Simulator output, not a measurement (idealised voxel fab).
Process module heading - voxel wiring stack
The cross-section shown here is cut; it is 235 nm wide and divided into square cells measuring 5 nm on a side.
Cross-section format: a grid of square cells, given as bands from top to bottom; each band is one or more rows of cells. For a band, the entry starts with two heights in nm, that of the top and then that of the bottom, and carries on with the band's materials in order from left to right, each alongside its width in nm; the word "throughout" beside a single material means it fills the band edge to edge, and "blank" means empty space. Heights are expressed relative to 0, this being the level below which the as-received wafer comprises one material exclusively. The lowest band is unbounded in the downward direction and is denoted as in "from 0 down". The width entry "30->40" should be interpreted row by row: the top row of cells in the band takes the first number, the bottom row takes the second number, and the change between adjacent rows is uniform throughout. "remained the same" after a step means that no cell of the cross-section changed. Closed-off voids of 8+ cells (no open route to the top) go in "Closed internal voids", written width x height at distance from the left edge, in nm. Read whatever lies past the settings on a step's line as the simulator's own remark about the step. Each step line may optionally specify "overlay nm", which for a step with a mask gives the rightward distance between the mask's planned place and where it lay, a negative value indicating the leftward direction.
## Steps planned for the process
1. RECEIVE [material Si]
2. CONFORMAL_DEP [material SiO2] [thk nm 10]
3. CONFORMAL_DEP [material SiN] [thk nm 5]
4. DIRECTIONAL_DEP [material lowk] [thk nm 25]
5. DIRECTIONAL_DEP [material aC] [thk nm 15]
6. PATTERN [tone open] [mask id METAL_1] [material resist] [width nm 25] [pitch nm 45] [thk nm 30] [overlay nm 0]
7. DIRECTIONAL_ETCH [etch materials aC] [depth nm 15]
8. STRIP [etch materials resist]
9. DIRECTIONAL_ETCH [etch materials lowk] [depth nm 25]
10. DIRECTIONAL_ETCH [etch materials SiN] [depth nm 5]
11. STRIP [etch materials aC]
12. CONFORMAL_DEP [material TiN] [thk nm 5]
13. FILL_DEP [material Ru] [thk nm 10]
14. CMP [height nm 40]
15. CONFORMAL_DEP [material SiCN] [thk nm 5]
16. DIRECTIONAL_DEP [material lowk] [thk nm 30]
17. PATTERN [tone open] [mask id METAL_2_HOLES] [material resist] [width nm 15] [pitch nm 90] [thk nm 20] [overlay nm 0]
18. DIRECTIONAL_ETCH [etch materials lowk] [depth nm 30]
19. STRIP [etch materials resist]
20. PATTERN [tone open] [mask id METAL_2] [material resist] [width nm 25] [pitch nm 45] [thk nm 15] [overlay nm 0]
21. DIRECTIONAL_ETCH [etch materials lowk] [depth nm 15]
22. DIRECTIONAL_ETCH [etch materials SiCN] [depth nm 5]
23. STRIP [etch materials resist]
24. CONFORMAL_DEP [material TiN] [thk nm 5]
25. FILL_DEP [material Cu] [thk nm 10]
26. CMP [height nm 75]
27. CONFORMAL_DEP [material SiCN] [thk nm 5]
28. DIRECTIONAL_DEP [material SiO2] [thk nm 30]
29. MASKED_ETCH [tone open] [mask id METAL_3] [width nm 25] [pitch nm 45] [etch materials SiO2] [depth nm 15] [overlay nm 0]
30. PATTERN [tone open] [mask id METAL_3_HOLES] [material resist] [width nm 15] [pitch nm 90] [thk nm 20] [overlay nm 0]
31. DIRECTIONAL_ETCH [etch materials SiO2] [depth nm 15]
32. DIRECTIONAL_ETCH [etch materials SiCN] [depth nm 5]
33. STRIP [etch materials resist]
34. CONFORMAL_DEP [material TiN] [thk nm 5]
35. FILL_DEP [material Ru] [thk nm 5]
36. CMP [height nm 110]
37. CONFORMAL_DEP [material SiN] [thk nm 5]
## First of the two wafers, run per plan
## As received (post step 1): cross-section
from 0 down  Si throughout
Closed internal voids: none
## Presented here is a cross-section of the wafer after step 2 has been performed
from 10 to 0  SiO2 throughout
Under 0: no change, same as before.
## Presented here is a cross-section of the wafer after step 3 has been performed
from 15 to 10  SiN throughout
Under 10: no change, same as before.
## Presented here is a cross-section of the wafer after step 4 has been performed
from 40 to 15  lowk throughout
Under 15: no change, same as before.
## Presented here is a cross-section of the wafer after step 5 has been performed
from 55 to 40  aC throughout
Under 40: no change, same as before.
## Presented here is a cross-section of the wafer after step 6 has been performed
from 85 to 55  60 resist; 25 blank; 20 resist; 25 blank; 20 resist; 25 blank; 60 resist
Under 55: no change, same as before.
## Presented here is a cross-section of the wafer after step 7 has been performed
from 70 to 55  60 resist; 25 blank; 20 resist; 25 blank; 20 resist; 25 blank; 60 resist
from 55 to 40  60 aC; 25 blank; 20 aC; 25 blank; 20 aC; 25 blank; 60 aC
Under 40: no change, same as before.
## Presented here is a cross-section of the wafer after step 8 has been performed
from 55 to 40  60 aC; 25 blank; 20 aC; 25 blank; 20 aC; 25 blank; 60 aC
Under 40: no change, same as before.
## Presented here is a cross-section of the wafer after step 9 has been performed
from 55 to 40  60 aC; 25 blank; 20 aC; 25 blank; 20 aC; 25 blank; 60 aC
from 40 to 15  60 lowk; 25 blank; 20 lowk; 25 blank; 20 lowk; 25 blank; 60 lowk
Under 15: no change, same as before.
## Presented here is a cross-section of the wafer after step 10 has been performed
from 55 to 40  60 aC; 25 blank; 20 aC; 25 blank; 20 aC; 25 blank; 60 aC
from 40 to 15  60 lowk; 25 blank; 20 lowk; 25 blank; 20 lowk; 25 blank; 60 lowk
from 15 to 10  60 SiN; 25 blank; 20 SiN; 25 blank; 20 SiN; 25 blank; 60 SiN
Under 10: no change, same as before.
## Presented here is a cross-section of the wafer after step 11 has been performed
from 40 to 15  60 lowk; 25 blank; 20 lowk; 25 blank; 20 lowk; 25 blank; 60 lowk
Under 15: no change, same as before.
## Presented here is a cross-section of the wafer after step 12 has been performed
from 45 to 40  65 TiN; 15 blank; 30 TiN; 15 blank; 30 TiN; 15 blank; 65 TiN
from 40 to 15  60 lowk; 5 TiN; 15 blank; 5 TiN; 20 lowk; 5 TiN; 15 blank; 5 TiN; 20 lowk; 5 TiN; 15 blank; 5 TiN; 60 lowk
from 15 to 10  60 SiN; 25 TiN; 20 SiN; 25 TiN; 20 SiN; 25 TiN; 60 SiN
Under 10: no change, same as before.
## Presented here is a cross-section of the wafer after step 13 has been performed
from 55 to 45  Ru throughout
from 45 to 40  65 TiN; 15 Ru; 30 TiN; 15 Ru; 30 TiN; 15 Ru; 65 TiN
from 40 to 15  60 lowk; 5 TiN; 15 Ru; 5 TiN; 20 lowk; 5 TiN; 15 Ru; 5 TiN; 20 lowk; 5 TiN; 15 Ru; 5 TiN; 60 lowk
Under 15: no change, same as before.
## Presented here is a cross-section of the wafer after step 14 has been performed
from 40 to 15  60 lowk; 5 TiN; 15 Ru; 5 TiN; 20 lowk; 5 TiN; 15 Ru; 5 TiN; 20 lowk; 5 TiN; 15 Ru; 5 TiN; 60 lowk
Under 15: no change, same as before.
## Presented here is a cross-section of the wafer after step 15 has been performed
from 45 to 40  SiCN throughout
Under 40: no change, same as before.
## Presented here is a cross-section of the wafer after step 16 has been performed
from 75 to 45  lowk throughout
Under 45: no change, same as before.
## Presented here is a cross-section of the wafer after step 17 has been performed
from 95 to 75  60 resist; 15 blank; 75 resist; 15 blank; 70 resist
Under 75: no change, same as before.
## Presented here is a cross-section of the wafer after step 18 has been performed
from 95 to 75  60 resist; 15 blank; 75 resist; 15 blank; 70 resist
from 75 to 45  60 lowk; 15 blank; 75 lowk; 15 blank; 70 lowk
Under 45: no change, same as before.
## Presented here is a cross-section of the wafer after step 19 has been performed
from 75 to 45  60 lowk; 15 blank; 75 lowk; 15 blank; 70 lowk
Under 45: no change, same as before.
## Presented here is a cross-section of the wafer after step 20 has been performed
from 90 to 75  60 resist; 25 blank; 20 resist; 25 blank; 20 resist; 25 blank; 60 resist
Under 75: no change, same as before.
## Presented here is a cross-section of the wafer after step 21 has been performed
from 90 to 75  60 resist; 25 blank; 20 resist; 25 blank; 20 resist; 25 blank; 60 resist
from 75 to 60  60 lowk; 25 blank; 20 lowk; 25 blank; 20 lowk; 25 blank; 60 lowk
Under 60: no change, same as before.
## Presented here is a cross-section of the wafer after step 22 has been performed
from 90 to 75  60 resist; 25 blank; 20 resist; 25 blank; 20 resist; 25 blank; 60 resist
from 75 to 60  60 lowk; 25 blank; 20 lowk; 25 blank; 20 lowk; 25 blank; 60 lowk
from 60 to 45  60 lowk; 15 blank; 75 lowk; 15 blank; 70 lowk
from 45 to 40  60 SiCN; 15 blank; 75 SiCN; 15 blank; 70 SiCN
Under 40: no change, same as before.
## Presented here is a cross-section of the wafer after step 23 has been performed
from 75 to 60  60 lowk; 25 blank; 20 lowk; 25 blank; 20 lowk; 25 blank; 60 lowk
Under 60: no change, same as before.
## Presented here is a cross-section of the wafer after step 24 has been performed
from 80 to 75  65 TiN; 15 blank; 30 TiN; 15 blank; 30 TiN; 15 blank; 65 TiN
from 75 to 65  60 lowk; 5 TiN; 15 blank; 5 TiN; 20 lowk; 5 TiN; 15 blank; 5 TiN; 20 lowk; 5 TiN; 15 blank; 5 TiN; 60 lowk
from 65 to 60  60 lowk; 5 TiN; 5 blank; 15 TiN; 20 lowk; 25 TiN; 20 lowk; 5 TiN; 5 blank; 15 TiN; 60 lowk
from 60 to 45  60 lowk; 5 TiN; 5 blank; 5 TiN; 75 lowk; 5 TiN; 5 blank; 5 TiN; 70 lowk
from 45 to 40  60 SiCN; 15 TiN; 75 SiCN; 15 TiN; 70 SiCN
Under 40: no change, same as before.
## Presented here is a cross-section of the wafer after step 25 has been performed
from 90 to 80  Cu throughout
from 80 to 75  65 TiN; 15 Cu; 30 TiN; 15 Cu; 30 TiN; 15 Cu; 65 TiN
from 75 to 65  60 lowk; 5 TiN; 15 Cu; 5 TiN; 20 lowk; 5 TiN; 15 Cu; 5 TiN; 20 lowk; 5 TiN; 15 Cu; 5 TiN; 60 lowk
from 65 to 60  60 lowk; 5 TiN; 5 Cu; 15 TiN; 20 lowk; 25 TiN; 20 lowk; 5 TiN; 5 Cu; 15 TiN; 60 lowk
from 60 to 45  60 lowk; 5 TiN; 5 Cu; 5 TiN; 75 lowk; 5 TiN; 5 Cu; 5 TiN; 70 lowk
Under 45: no change, same as before.
## Presented here is a cross-section of the wafer after step 26 has been performed
from 75 to 65  60 lowk; 5 TiN; 15 Cu; 5 TiN; 20 lowk; 5 TiN; 15 Cu; 5 TiN; 20 lowk; 5 TiN; 15 Cu; 5 TiN; 60 lowk
Under 65: no change, same as before.
## Presented here is a cross-section of the wafer after step 27 has been performed
from 80 to 75  SiCN throughout
Under 75: no change, same as before.
## Presented here is a cross-section of the wafer after step 28 has been performed
from 110 to 80  SiO2 throughout
Under 80: no change, same as before.
## Presented here is a cross-section of the wafer after step 29 has been performed
from 110 to 95  60 SiO2; 25 blank; 20 SiO2; 25 blank; 20 SiO2; 25 blank; 60 SiO2
Under 95: no change, same as before.
## Presented here is a cross-section of the wafer after step 30 has been performed
from 130 to 110  60 resist; 15 blank; 75 resist; 15 blank; 70 resist
from 110 to 95  60 SiO2; 15 blank; 10 resist; 20 SiO2; 25 resist; 20 SiO2; 15 blank; 10 resist; 60 SiO2
Under 95: no change, same as before.
## Presented here is a cross-section of the wafer after step 31 has been performed
from 130 to 110  60 resist; 15 blank; 75 resist; 15 blank; 70 resist
from 110 to 95  60 SiO2; 15 blank; 10 resist; 20 SiO2; 25 resist; 20 SiO2; 15 blank; 10 resist; 60 SiO2
from 95 to 80  60 SiO2; 15 blank; 75 SiO2; 15 blank; 70 SiO2
Under 80: no change, same as before.
## Presented here is a cross-section of the wafer after step 32 has been performed
from 130 to 110  60 resist; 15 blank; 75 resist; 15 blank; 70 resist
from 110 to 95  60 SiO2; 15 blank; 10 resist; 20 SiO2; 25 resist; 20 SiO2; 15 blank; 10 resist; 60 SiO2
from 95 to 80  60 SiO2; 15 blank; 75 SiO2; 15 blank; 70 SiO2
from 80 to 75  60 SiCN; 15 blank; 75 SiCN; 15 blank; 70 SiCN
Under 75: no change, same as before.
## Presented here is a cross-section of the wafer after step 33 has been performed
from 110 to 95  60 SiO2; 25 blank; 20 SiO2; 25 blank; 20 SiO2; 25 blank; 60 SiO2
Under 95: no change, same as before.
## Presented here is a cross-section of the wafer after step 34 has been performed
from 115 to 110  65 TiN; 15 blank; 30 TiN; 15 blank; 30 TiN; 15 blank; 65 TiN
from 110 to 100  60 SiO2; 5 TiN; 15 blank; 5 TiN; 20 SiO2; 5 TiN; 15 blank; 5 TiN; 20 SiO2; 5 TiN; 15 blank; 5 TiN; 60 SiO2
from 100 to 95  60 SiO2; 5 TiN; 5 blank; 15 TiN; 20 SiO2; 25 TiN; 20 SiO2; 5 TiN; 5 blank; 15 TiN; 60 SiO2
from 95 to 80  60 SiO2; 5 TiN; 5 blank; 5 TiN; 75 SiO2; 5 TiN; 5 blank; 5 TiN; 70 SiO2
from 80 to 75  60 SiCN; 15 TiN; 75 SiCN; 15 TiN; 70 SiCN
Under 75: no change, same as before.
## Presented here is a cross-section of the wafer after step 35 has been performed
from 120 to 115  Ru throughout
from 115 to 110  65 TiN; 15 Ru; 30 TiN; 15 Ru; 30 TiN; 15 Ru; 65 TiN
from 110 to 100  60 SiO2; 5 TiN; 15 Ru; 5 TiN; 20 SiO2; 5 TiN; 15 Ru; 5 TiN; 20 SiO2; 5 TiN; 15 Ru; 5 TiN; 60 SiO2
from 100 to 95  60 SiO2; 5 TiN; 5 Ru; 15 TiN; 20 SiO2; 25 TiN; 20 SiO2; 5 TiN; 5 Ru; 15 TiN; 60 SiO2
from 95 to 80  60 SiO2; 5 TiN; 5 Ru; 5 TiN; 75 SiO2; 5 TiN; 5 Ru; 5 TiN; 70 SiO2
Under 80: no change, same as before.
## Presented here is a cross-section of the wafer after step 36 has been performed
from 110 to 100  60 SiO2; 5 TiN; 15 Ru; 5 TiN; 20 SiO2; 5 TiN; 15 Ru; 5 TiN; 20 SiO2; 5 TiN; 15 Ru; 5 TiN; 60 SiO2
Under 100: no change, same as before.
## Presented here is a cross-section of the wafer after step 37 has been performed
from 115 to 110  SiN throughout
Under 110: no change, same as before.
## It is to be noted that the second wafer proceeded from the same initial state and according to the same plan as the first, although one mistake was committed in its execution; through step 1, inclusive, the two wafers share an identical history
## Cross-sectional view of the second wafer at the intended end time of process step 2
from 5 to 0  SiN throughout
Under 0: no change, same as before.
## Cross-sectional view of the second wafer at the intended end time of process step 3
from 15 to 5  SiO2 throughout
Under 5: no change, same as before.
## Cross-sectional view of the second wafer at the intended end time of process step 4
from 40 to 15  lowk throughout
Under 15: no change, same as before.
## Cross-sectional view of the second wafer at the intended end time of process step 5
from 55 to 40  aC throughout
Under 40: no change, same as before.
## Cross-sectional view of the second wafer at the intended end time of process step 6
from 85 to 55  60 resist; 25 blank; 20 resist; 25 blank; 20 resist; 25 blank; 60 resist
Under 55: no change, same as before.
## Cross-sectional view of the second wafer at the intended end time of process step 7
from 70 to 55  60 resist; 25 blank; 20 resist; 25 blank; 20 resist; 25 blank; 60 resist
from 55 to 40  60 aC; 25 blank; 20 aC; 25 blank; 20 aC; 25 blank; 60 aC
Under 40: no change, same as before.
## Cross-sectional view of the second wafer at the intended end time of process step 8
from 55 to 40  60 aC; 25 blank; 20 aC; 25 blank; 20 aC; 25 blank; 60 aC
Under 40: no change, same as before.
## Cross-sectional view of the second wafer at the intended end time of process step 9
from 55 to 40  60 aC; 25 blank; 20 aC; 25 blank; 20 aC; 25 blank; 60 aC
from 40 to 15  60 lowk; 25 blank; 20 lowk; 25 blank; 20 lowk; 25 blank; 60 lowk
Under 15: no change, same as before.
Cross-sectional view of the second wafer at the intended end time of process step 10: remained the same
## Cross-sectional view of the second wafer at the intended end time of process step 11
from 40 to 15  60 lowk; 25 blank; 20 lowk; 25 blank; 20 lowk; 25 blank; 60 lowk
Under 15: no change, same as before.
## Cross-sectional view of the second wafer at the intended end time of process step 12
from 45 to 40  65 TiN; 15 blank; 30 TiN; 15 blank; 30 TiN; 15 blank; 65 TiN
from 40 to 20  60 lowk; 5 TiN; 15 blank; 5 TiN; 20 lowk; 5 TiN; 15 blank; 5 TiN; 20 lowk; 5 TiN; 15 blank; 5 TiN; 60 lowk
from 20 to 15  60 lowk; 25 TiN; 20 lowk; 25 TiN; 20 lowk; 25 TiN; 60 lowk
Under 15: no change, same as before.
## Cross-sectional view of the second wafer at the intended end time of process step 13
from 55 to 45  Ru throughout
from 45 to 40  65 TiN; 15 Ru; 30 TiN; 15 Ru; 30 TiN; 15 Ru; 65 TiN
from 40 to 20  60 lowk; 5 TiN; 15 Ru; 5 TiN; 20 lowk; 5 TiN; 15 Ru; 5 TiN; 20 lowk; 5 TiN; 15 Ru; 5 TiN; 60 lowk
Under 20: no change, same as before.
## Cross-sectional view of the second wafer at the intended end time of process step 14
from 40 to 20  60 lowk; 5 TiN; 15 Ru; 5 TiN; 20 lowk; 5 TiN; 15 Ru; 5 TiN; 20 lowk; 5 TiN; 15 Ru; 5 TiN; 60 lowk
Under 20: no change, same as before.
## Cross-sectional view of the second wafer at the intended end time of process step 15
from 45 to 40  SiCN throughout
Under 40: no change, same as before.
## Cross-sectional view of the second wafer at the intended end time of process step 16
from 75 to 45  lowk throughout
Under 45: no change, same as before.
## Cross-sectional view of the second wafer at the intended end time of process step 17
from 95 to 75  60 resist; 15 blank; 75 resist; 15 blank; 70 resist
Under 75: no change, same as before.
## Cross-sectional view of the second wafer at the intended end time of process step 18
from 95 to 75  60 resist; 15 blank; 75 resist; 15 blank; 70 resist
from 75 to 45  60 lowk; 15 blank; 75 lowk; 15 blank; 70 lowk
Under 45: no change, same as before.
## Cross-sectional view of the second wafer at the intended end time of process step 19
from 75 to 45  60 lowk; 15 blank; 75 lowk; 15 blank; 70 lowk
Under 45: no change, same as before.
## Cross-sectional view of the second wafer at the intended end time of process step 20
from 90 to 75  60 resist; 25 blank; 20 resist; 25 blank; 20 resist; 25 blank; 60 resist
Under 75: no change, same as before.
## Cross-sectional view of the second wafer at the intended end time of process step 21
from 90 to 75  60 resist; 25 blank; 20 resist; 25 blank; 20 resist; 25 blank; 60 resist
from 75 to 60  60 lowk; 25 blank; 20 lowk; 25 blank; 20 lowk; 25 blank; 60 lowk
Under 60: no change, same as before.
## Cross-sectional view of the second wafer at the intended end time of process step 22
from 90 to 75  60 resist; 25 blank; 20 resist; 25 blank; 20 resist; 25 blank; 60 resist
from 75 to 60  60 lowk; 25 blank; 20 lowk; 25 blank; 20 lowk; 25 blank; 60 lowk
from 60 to 45  60 lowk; 15 blank; 75 lowk; 15 blank; 70 lowk
from 45 to 40  60 SiCN; 15 blank; 75 SiCN; 15 blank; 70 SiCN
Under 40: no change, same as before.
## Cross-sectional view of the second wafer at the intended end time of process step 23
from 75 to 60  60 lowk; 25 blank; 20 lowk; 25 blank; 20 lowk; 25 blank; 60 lowk
Under 60: no change, same as before.
## Cross-sectional view of the second wafer at the intended end time of process step 24
from 80 to 75  65 TiN; 15 blank; 30 TiN; 15 blank; 30 TiN; 15 blank; 65 TiN
from 75 to 65  60 lowk; 5 TiN; 15 blank; 5 TiN; 20 lowk; 5 TiN; 15 blank; 5 TiN; 20 lowk; 5 TiN; 15 blank; 5 TiN; 60 lowk
from 65 to 60  60 lowk; 5 TiN; 5 blank; 15 TiN; 20 lowk; 25 TiN; 20 lowk; 5 TiN; 5 blank; 15 TiN; 60 lowk
from 60 to 45  60 lowk; 5 TiN; 5 blank; 5 TiN; 75 lowk; 5 TiN; 5 blank; 5 TiN; 70 lowk
from 45 to 40  60 SiCN; 15 TiN; 75 SiCN; 15 TiN; 70 SiCN
Under 40: no change, same as before.
## Cross-sectional view of the second wafer at the intended end time of process step 25
from 90 to 80  Cu throughout
from 80 to 75  65 TiN; 15 Cu; 30 TiN; 15 Cu; 30 TiN; 15 Cu; 65 TiN
from 75 to 65  60 lowk; 5 TiN; 15 Cu; 5 TiN; 20 lowk; 5 TiN; 15 Cu; 5 TiN; 20 lowk; 5 TiN; 15 Cu; 5 TiN; 60 lowk
from 65 to 60  60 lowk; 5 TiN; 5 Cu; 15 TiN; 20 lowk; 25 TiN; 20 lowk; 5 TiN; 5 Cu; 15 TiN; 60 lowk
from 60 to 45  60 lowk; 5 TiN; 5 Cu; 5 TiN; 75 lowk; 5 TiN; 5 Cu; 5 TiN; 70 lowk
Under 45: no change, same as before.
## Cross-sectional view of the second wafer at the intended end time of process step 26
from 75 to 65  60 lowk; 5 TiN; 15 Cu; 5 TiN; 20 lowk; 5 TiN; 15 Cu; 5 TiN; 20 lowk; 5 TiN; 15 Cu; 5 TiN; 60 lowk
Under 65: no change, same as before.
## Cross-sectional view of the second wafer at the intended end time of process step 27
from 80 to 75  SiCN throughout
Under 75: no change, same as before.
## Cross-sectional view of the second wafer at the intended end time of process step 28
from 110 to 80  SiO2 throughout
Under 80: no change, same as before.
## Cross-sectional view of the second wafer at the intended end time of process step 29
from 110 to 95  60 SiO2; 25 blank; 20 SiO2; 25 blank; 20 SiO2; 25 blank; 60 SiO2
Under 95: no change, same as before.
## Cross-sectional view of the second wafer at the intended end time of process step 30
from 130 to 110  60 resist; 15 blank; 75 resist; 15 blank; 70 resist
from 110 to 95  60 SiO2; 15 blank; 10 resist; 20 SiO2; 25 resist; 20 SiO2; 15 blank; 10 resist; 60 SiO2
Under 95: no change, same as before.
## Cross-sectional view of the second wafer at the intended end time of process step 31
from 130 to 110  60 resist; 15 blank; 75 resist; 15 blank; 70 resist
from 110 to 95  60 SiO2; 15 blank; 10 resist; 20 SiO2; 25 resist; 20 SiO2; 15 blank; 10 resist; 60 SiO2
from 95 to 80  60 SiO2; 15 blank; 75 SiO2; 15 blank; 70 SiO2
Under 80: no change, same as before.
## Cross-sectional view of the second wafer at the intended end time of process step 32
from 130 to 110  60 resist; 15 blank; 75 resist; 15 blank; 70 resist
from 110 to 95  60 SiO2; 15 blank; 10 resist; 20 SiO2; 25 resist; 20 SiO2; 15 blank; 10 resist; 60 SiO2
from 95 to 80  60 SiO2; 15 blank; 75 SiO2; 15 blank; 70 SiO2
from 80 to 75  60 SiCN; 15 blank; 75 SiCN; 15 blank; 70 SiCN
Under 75: no change, same as before.
## Cross-sectional view of the second wafer at the intended end time of process step 33
from 110 to 95  60 SiO2; 25 blank; 20 SiO2; 25 blank; 20 SiO2; 25 blank; 60 SiO2
Under 95: no change, same as before.
## Cross-sectional view of the second wafer at the intended end time of process step 34
from 115 to 110  65 TiN; 15 blank; 30 TiN; 15 blank; 30 TiN; 15 blank; 65 TiN
from 110 to 100  60 SiO2; 5 TiN; 15 blank; 5 TiN; 20 SiO2; 5 TiN; 15 blank; 5 TiN; 20 SiO2; 5 TiN; 15 blank; 5 TiN; 60 SiO2
from 100 to 95  60 SiO2; 5 TiN; 5 blank; 15 TiN; 20 SiO2; 25 TiN; 20 SiO2; 5 TiN; 5 blank; 15 TiN; 60 SiO2
from 95 to 80  60 SiO2; 5 TiN; 5 blank; 5 TiN; 75 SiO2; 5 TiN; 5 blank; 5 TiN; 70 SiO2
from 80 to 75  60 SiCN; 15 TiN; 75 SiCN; 15 TiN; 70 SiCN
Under 75: no change, same as before.
## Cross-sectional view of the second wafer at the intended end time of process step 35
from 120 to 115  Ru throughout
from 115 to 110  65 TiN; 15 Ru; 30 TiN; 15 Ru; 30 TiN; 15 Ru; 65 TiN
from 110 to 100  60 SiO2; 5 TiN; 15 Ru; 5 TiN; 20 SiO2; 5 TiN; 15 Ru; 5 TiN; 20 SiO2; 5 TiN; 15 Ru; 5 TiN; 60 SiO2
from 100 to 95  60 SiO2; 5 TiN; 5 Ru; 15 TiN; 20 SiO2; 25 TiN; 20 SiO2; 5 TiN; 5 Ru; 15 TiN; 60 SiO2
from 95 to 80  60 SiO2; 5 TiN; 5 Ru; 5 TiN; 75 SiO2; 5 TiN; 5 Ru; 5 TiN; 70 SiO2
Under 80: no change, same as before.
## Cross-sectional view of the second wafer at the intended end time of process step 36
from 110 to 100  60 SiO2; 5 TiN; 15 Ru; 5 TiN; 20 SiO2; 5 TiN; 15 Ru; 5 TiN; 20 SiO2; 5 TiN; 15 Ru; 5 TiN; 60 SiO2
Under 100: no change, same as before.
## Cross-sectional view of the second wafer at the intended end time of process step 37
from 115 to 110  SiN throughout
Under 110: no change, same as before.
So what did we get wrong on this run? note: step 2 <-> step 3, run order reversed vs plan
The closing comparison, in cells, has the second wafer with more or fewer of some materials than the first: Ru -9, SiN +15, TiN -6
